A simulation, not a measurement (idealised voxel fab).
voxel fin reveal: a process module
Square cell edge 5 nm, section width 280 nm, ID cut.
Cross-sections here: square-cell grids, written as top-down lists of bands, a band being one or more rows of cells. The entry gives the band's vertical extent as a top height and a bottom height in nm, then its horizontal make-up as materials from left to right, each with a width in nm. "air" stands for empty space; a single material marked "all across" fills the band edge to edge. Note: height 0 marks the level under which the wafer is uniformly one material as received. Lowest band unbounded below, written "0 nm and below". It should be noted that a width expressed as "30->40" varies in equal increments from row to row of cells within the band, taking the value of the first number at the top row and that of the second number at the bottom row. Key: "left unchanged" - step with no changed cell in the cross-section. This entry, "Sealed internal voids", enumerates those empty regions of no fewer than 8 cells that possess no open connection to the top. Each region is reported in the form width x height at distance, the distance being taken from the left edge, with all three quantities expressed in nm. That trailing text on a step's line, after the settings, is the simulator's own remark on the step. overlay nm: mask offset rightward from planned place, masked step; negative means leftward offset.

Listed below are the process steps as planned:
1: RECEIVE: material Si
2: CONFORMAL_DEP: material SiN, thk nm 10
3: MASKED_ETCH: tone cover, mask id FINS, width nm 15, pitch nm 40, etch materials SiN, depth nm 10, overlay nm 0
4: MASKED_ETCH: tone cover, mask id FINS, width nm 15, pitch nm 40, etch materials Si, depth nm 40, overlay nm 0
5: FILL_DEP: material SiO2, thk nm 5
6: CMP: height nm 0
7: SELECTIVE_ETCH: etch materials SiO2, depth nm 40
8: STRIP: etch materials SiN
Quick note for whoever runs this: the wafers start identical, but the height nm at step 6 isn't the same across them. The plan just shows what the first wafer had.

Here's the first of the wafers in cross-section, just as we got it, i.e. after step 1:
* 0 nm and below: Si all across
* Sealed internal voids: none

The following table contains a row per wafer, in which are reported, at the conclusion of the module, the cells of each material gained (+) or lost (-) since the wafer's receipt, with its closed voids given thereafter:
height nm 0 | -352 Si | Sealed internal voids: none
height nm 5 | -352 Si | +44 SiO2 | Sealed internal voids: none
height nm 10 | -352 Si | +88 SiO2 | Sealed internal voids: none
height nm 15 | -352 Si | +132 SiO2 | Sealed internal voids: none
